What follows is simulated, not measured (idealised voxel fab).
process module | voxel wiring stack
cross-section cut | 180 nm wide | cells 5 nm
A cross-section is a grid of square cells, given in bands from the top down. A band is one or more rows of cells.
Each band's line starts with the height of the band's top and of its bottom, in nm. Then come its materials from left to right, each with its width in nm. One material with "throughout" fills the band from edge to edge. "air" is empty space.
Height 0 is the level under which the wafer as received is all one material. The lowest band goes on downwards, as in "0 down".
A width such as "30 to 40" changes by the same amount from each row of cells to the next, from the band's top row to its bottom row.
"no change" after a step means that no cell of the cross-section changed.
closed voids: empty space of 8 cells or more with no open way to the top, each as width x height at its distance from the left edge, in nm
after a step's settings: what the simulator itself notes on the step
overlay nm, on a step with a mask: how far to the right of its planned place the mask lay; to the left if negative
plan
1 op RECEIVE | material Si
2 op CONFORMAL_DEP | material SiO2 | thk nm 10
3 op DIRECTIONAL_DEP | material TiN | thk nm 5
4 op DIRECTIONAL_DEP | material W | thk nm 20
5 op MASKED_ETCH | tone cover | mask id METAL_1 | width nm 25 | pitch nm 45 | etch materials W | depth nm 20 | overlay nm 0
6 op MASKED_ETCH | tone cover | mask id METAL_1 | width nm 25 | pitch nm 45 | etch materials TiN | depth nm 5 | overlay nm 0
7 op FILL_DEP | material SiO2 | thk nm 5
8 op CMP | height nm 35
9 op CONFORMAL_DEP | material SiCN | thk nm 5
10 op DIRECTIONAL_DEP | material lowk | thk nm 25
11 op DIRECTIONAL_DEP | material aC | thk nm 15
12 op PATTERN | tone open | mask id METAL_2_HOLES | material resist | width nm 15 | pitch nm 45 | thk nm 30 | overlay nm 0
13 op DIRECTIONAL_ETCH | etch materials aC | depth nm 15
14 op STRIP | etch materials resist
15 op DIRECTIONAL_ETCH | etch materials lowk | depth nm 25
16 op STRIP | etch materials aC
17 op PATTERN | tone open | mask id METAL_2 | material resist | width nm 25 | pitch nm 45 | thk nm 15 | overlay nm 0
18 op DIRECTIONAL_ETCH | etch materials lowk | depth nm 15
19 op DIRECTIONAL_ETCH | etch materials SiCN | depth nm 5
20 op STRIP | etch materials resist
21 op CONFORMAL_DEP | material TiN | thk nm 5
22 op FILL_DEP | material Cu | thk nm 10
23 op CMP | height nm 65
24 op CONFORMAL_DEP | material SiCN | thk nm 5
25 op DIRECTIONAL_DEP | material SiO2 | thk nm 25
26 op MASKED_ETCH | tone open | mask id METAL_3_HOLES | width nm 15 | pitch nm 45 | etch materials SiO2 | depth nm 25 | overlay nm 0
27 op DIRECTIONAL_DEP | material aC | thk nm 15
28 op PATTERN | tone open | mask id METAL_3 | material resist | width nm 25 | pitch nm 45 | thk nm 30 | overlay nm 0
29 op DIRECTIONAL_ETCH | etch materials aC | depth nm 15
30 op STRIP | etch materials resist
31 op DIRECTIONAL_ETCH | etch materials SiO2 | depth nm 15
32 op DIRECTIONAL_ETCH | etch materials SiCN | depth nm 5
33 op STRIP | etch materials aC
34 op CONFORMAL_DEP | material TiN | thk nm 5
35 op FILL_DEP | material Cu | thk nm 5
36 op CMP | height nm 95
37 op CONFORMAL_DEP | material SiCN | thk nm 5
first wafer, as planned
as received, after step 1
  0 down: Si throughout
  closed voids: none
after step 2
  10 to 0: SiO2 throughout
  below 0: unchanged
after step 3
  15 to 10: TiN throughout
  below 10: unchanged
after step 4
  35 to 15: W throughout
  below 15: unchanged
after step 5
  35 to 15: air 55 | W 25 | air 20 | W 25 | air 55
  below 15: unchanged
after step 6
  35 to 15: air 55 | W 25 | air 20 | W 25 | air 55
  15 to 10: air 55 | TiN 25 | air 20 | TiN 25 | air 55
  below 10: unchanged
after step 7
  40 to 35: SiO2 throughout
  35 to 15: SiO2 55 | W 25 | SiO2 20 | W 25 | SiO2 55
  15 to 10: SiO2 55 | TiN 25 | SiO2 20 | TiN 25 | SiO2 55
  below 10: unchanged
after step 8
  35 to 15: SiO2 55 | W 25 | SiO2 20 | W 25 | SiO2 55
  below 15: unchanged
after step 9
  40 to 35: SiCN throughout
  below 35: unchanged
after step 10
  65 to 40: lowk throughout
  below 40: unchanged
after step 11
  80 to 65: aC throughout
  below 65: unchanged
after step 12
  110 to 80: resist 55 | air 15 | resist 30 | air 15 | resist 65
  below 80: unchanged
after step 13
  95 to 80: resist 55 | air 15 | resist 30 | air 15 | resist 65
  80 to 65: aC 55 | air 15 | aC 30 | air 15 | aC 65
  below 65: unchanged
after step 14
  80 to 65: aC 55 | air 15 | aC 30 | air 15 | aC 65
  below 65: unchanged
after step 15
  80 to 65: aC 55 | air 15 | aC 30 | air 15 | aC 65
  65 to 40: lowk 55 | air 15 | lowk 30 | air 15 | lowk 65
  below 40: unchanged
after step 16
  65 to 40: lowk 55 | air 15 | lowk 30 | air 15 | lowk 65
  below 40: unchanged
after step 17
  80 to 65: resist 55 | air 25 | resist 20 | air 25 | resist 55
  below 65: unchanged
after step 18
  80 to 65: resist 55 | air 25 | resist 20 | air 25 | resist 55
  65 to 50: lowk 55 | air 25 | lowk 20 | air 25 | lowk 55
  below 50: unchanged
after step 19
  80 to 65: resist 55 | air 25 | resist 20 | air 25 | resist 55
  65 to 50: lowk 55 | air 25 | lowk 20 | air 25 | lowk 55
  50 to 40: lowk 55 | air 15 | lowk 30 | air 15 | lowk 65
  40 to 35: SiCN 55 | air 15 | SiCN 30 | air 15 | SiCN 65
  below 35: unchanged
after step 20
  65 to 50: lowk 55 | air 25 | lowk 20 | air 25 | lowk 55
  below 50: unchanged
after step 21
  70 to 65: TiN 60 | air 15 | TiN 30 | air 15 | TiN 60
  65 to 55: lowk 55 | TiN 5 | air 15 | TiN 5 | lowk 20 | TiN 5 | air 15 | TiN 5 | lowk 55
  55 to 50: lowk 55 | TiN 5 | air 5 | TiN 15 | lowk 20 | TiN 5 | air 5 | TiN 15 | lowk 55
  50 to 40: lowk 55 | TiN 5 | air 5 | TiN 5 | lowk 30 | TiN 5 | air 5 | TiN 5 | lowk 65
  40 to 35: SiCN 55 | TiN 15 | SiCN 30 | TiN 15 | SiCN 65
  below 35: unchanged
after step 22
  80 to 70: Cu throughout
  70 to 65: TiN 60 | Cu 15 | TiN 30 | Cu 15 | TiN 60
  65 to 55: lowk 55 | TiN 5 | Cu 15 | TiN 5 | lowk 20 | TiN 5 | Cu 15 | TiN 5 | lowk 55
  55 to 50: lowk 55 | TiN 5 | Cu 5 | TiN 15 | lowk 20 | TiN 5 | Cu 5 | TiN 15 | lowk 55
  50 to 40: lowk 55 | TiN 5 | Cu 5 | TiN 5 | lowk 30 | TiN 5 | Cu 5 | TiN 5 | lowk 65
  below 40: unchanged
after step 23
  65 to 55: lowk 55 | TiN 5 | Cu 15 | TiN 5 | lowk 20 | TiN 5 | Cu 15 | TiN 5 | lowk 55
  below 55: unchanged
after step 24
  70 to 65: SiCN throughout
  below 65: unchanged
after step 25
  95 to 70: SiO2 throughout
  below 70: unchanged
after step 26
  95 to 70: SiO2 55 | air 15 | SiO2 30 | air 15 | SiO2 65
  below 70: unchanged
after step 27
  110 to 95: aC 55 | air 15 | aC 30 | air 15 | aC 65
  95 to 85: SiO2 55 | air 15 | SiO2 30 | air 15 | SiO2 65
  85 to 70: SiO2 55 | aC 15 | SiO2 30 | aC 15 | SiO2 65
  below 70: unchanged
after step 28
  140 to 110: resist 55 | air 25 | resist 20 | air 25 | resist 55
  below 110: unchanged
after step 29
  125 to 110: resist 55 | air 25 | resist 20 | air 25 | resist 55
  110 to 95: aC 55 | air 25 | aC 20 | air 25 | aC 55
  95 to 70: SiO2 55 | air 15 | SiO2 30 | air 15 | SiO2 65
  below 70: unchanged
after step 30
  110 to 95: aC 55 | air 25 | aC 20 | air 25 | aC 55
  below 95: unchanged
after step 31
  110 to 95: aC 55 | air 25 | aC 20 | air 25 | aC 55
  95 to 80: SiO2 55 | air 25 | SiO2 20 | air 25 | SiO2 55
  below 80: unchanged
after step 32
  110 to 95: aC 55 | air 25 | aC 20 | air 25 | aC 55
  95 to 80: SiO2 55 | air 25 | SiO2 20 | air 25 | SiO2 55
  80 to 70: SiO2 55 | air 15 | SiO2 30 | air 15 | SiO2 65
  70 to 65: SiCN 55 | air 15 | SiCN 30 | air 15 | SiCN 65
  below 65: unchanged
after step 33
  95 to 80: SiO2 55 | air 25 | SiO2 20 | air 25 | SiO2 55
  below 80: unchanged
after step 34
  100 to 95: TiN 60 | air 15 | TiN 30 | air 15 | TiN 60
  95 to 85: SiO2 55 | TiN 5 | air 15 | TiN 5 | SiO2 20 | TiN 5 | air 15 | TiN 5 | SiO2 55
  85 to 80: SiO2 55 | TiN 5 | air 5 | TiN 15 | SiO2 20 | TiN 5 | air 5 | TiN 15 | SiO2 55
  80 to 70: SiO2 55 | TiN 5 | air 5 | TiN 5 | SiO2 30 | TiN 5 | air 5 | TiN 5 | SiO2 65
  70 to 65: SiCN 55 | TiN 15 | SiCN 30 | TiN 15 | SiCN 65
  below 65: unchanged
after step 35
  105 to 100: Cu throughout
  100 to 95: TiN 60 | Cu 15 | TiN 30 | Cu 15 | TiN 60
  95 to 85: SiO2 55 | TiN 5 | Cu 15 | TiN 5 | SiO2 20 | TiN 5 | Cu 15 | TiN 5 | SiO2 55
  85 to 80: SiO2 55 | TiN 5 | Cu 5 | TiN 15 | SiO2 20 | TiN 5 | Cu 5 | TiN 15 | SiO2 55
  80 to 70: SiO2 55 | TiN 5 | Cu 5 | TiN 5 | SiO2 30 | TiN 5 | Cu 5 | TiN 5 | SiO2 65
  below 70: unchanged
after step 36
  95 to 85: SiO2 55 | TiN 5 | Cu 15 | TiN 5 | SiO2 20 | TiN 5 | Cu 15 | TiN 5 | SiO2 55
  below 85: unchanged
after step 37
  100 to 95: SiCN throughout
  below 95: unchanged
second wafer: like start, like plan, one mistake. Through step 21 it matches the first wafer
when step 22 should have ended
  80 to 70: SiO2 throughout
  70 to 65: TiN 60 | SiO2 15 | TiN 30 | SiO2 15 | TiN 60
  65 to 55: lowk 55 | TiN 5 | SiO2 15 | TiN 5 | lowk 20 | TiN 5 | SiO2 15 | TiN 5 | lowk 55
  55 to 50: lowk 55 | TiN 5 | SiO2 5 | TiN 15 | lowk 20 | TiN 5 | SiO2 5 | TiN 15 | lowk 55
  50 to 40: lowk 55 | TiN 5 | SiO2 5 | TiN 5 | lowk 30 | TiN 5 | SiO2 5 | TiN 5 | lowk 65
  below 40: unchanged
when step 23 should have ended
  65 to 55: lowk 55 | TiN 5 | SiO2 15 | TiN 5 | lowk 20 | TiN 5 | SiO2 15 | TiN 5 | lowk 55
  below 55: unchanged
when step 24 should have ended
  70 to 65: SiCN throughout
  below 65: unchanged
when step 25 should have ended
  95 to 70: SiO2 throughout
  below 70: unchanged
when step 26 should have ended
  95 to 70: SiO2 55 | air 15 | SiO2 30 | air 15 | SiO2 65
  below 70: unchanged
when step 27 should have ended
  110 to 95: aC 55 | air 15 | aC 30 | air 15 | aC 65
  95 to 85: SiO2 55 | air 15 | SiO2 30 | air 15 | SiO2 65
  85 to 70: SiO2 55 | aC 15 | SiO2 30 | aC 15 | SiO2 65
  below 70: unchanged
when step 28 should have ended
  140 to 110: resist 55 | air 25 | resist 20 | air 25 | resist 55
  below 110: unchanged
when step 29 should have ended
  125 to 110: resist 55 | air 25 | resist 20 | air 25 | resist 55
  110 to 95: aC 55 | air 25 | aC 20 | air 25 | aC 55
  95 to 70: SiO2 55 | air 15 | SiO2 30 | air 15 | SiO2 65
  below 70: unchanged
when step 30 should have ended
  110 to 95: aC 55 | air 25 | aC 20 | air 25 | aC 55
  below 95: unchanged
when step 31 should have ended
  110 to 95: aC 55 | air 25 | aC 20 | air 25 | aC 55
  95 to 80: SiO2 55 | air 25 | SiO2 20 | air 25 | SiO2 55
  below 80: unchanged
when step 32 should have ended
  110 to 95: aC 55 | air 25 | aC 20 | air 25 | aC 55
  95 to 80: SiO2 55 | air 25 | SiO2 20 | air 25 | SiO2 55
  80 to 70: SiO2 55 | air 15 | SiO2 30 | air 15 | SiO2 65
  70 to 65: SiCN 55 | air 15 | SiCN 30 | air 15 | SiCN 65
  below 65: unchanged
when step 33 should have ended
  95 to 80: SiO2 55 | air 25 | SiO2 20 | air 25 | SiO2 55
  below 80: unchanged
when step 34 should have ended
  100 to 95: TiN 60 | air 15 | TiN 30 | air 15 | TiN 60
  95 to 85: SiO2 55 | TiN 5 | air 15 | TiN 5 | SiO2 20 | TiN 5 | air 15 | TiN 5 | SiO2 55
  85 to 80: SiO2 55 | TiN 5 | air 5 | TiN 15 | SiO2 20 | TiN 5 | air 5 | TiN 15 | SiO2 55
  80 to 70: SiO2 55 | TiN 5 | air 5 | TiN 5 | SiO2 30 | TiN 5 | air 5 | TiN 5 | SiO2 65
  70 to 65: SiCN 55 | TiN 15 | SiCN 30 | TiN 15 | SiCN 65
  below 65: unchanged
when step 35 should have ended
  105 to 100: Cu throughout
  100 to 95: TiN 60 | Cu 15 | TiN 30 | Cu 15 | TiN 60
  95 to 85: SiO2 55 | TiN 5 | Cu 15 | TiN 5 | SiO2 20 | TiN 5 | Cu 15 | TiN 5 | SiO2 55
  85 to 80: SiO2 55 | TiN 5 | Cu 5 | TiN 15 | SiO2 20 | TiN 5 | Cu 5 | TiN 15 | SiO2 55
  80 to 70: SiO2 55 | TiN 5 | Cu 5 | TiN 5 | SiO2 30 | TiN 5 | Cu 5 | TiN 5 | SiO2 65
  below 70: unchanged
when step 36 should have ended
  95 to 85: SiO2 55 | TiN 5 | Cu 15 | TiN 5 | SiO2 20 | TiN 5 | Cu 15 | TiN 5 | SiO2 55
  below 85: unchanged
when step 37 should have ended
  100 to 95: SiCN throughout
  below 95: unchanged
what went wrong: step 22 ran as: op FILL_DEP | material SiO2 | thk nm 10
at the end the second wafer has, in cells: 18 fewer of Cu | 18 more of SiO2
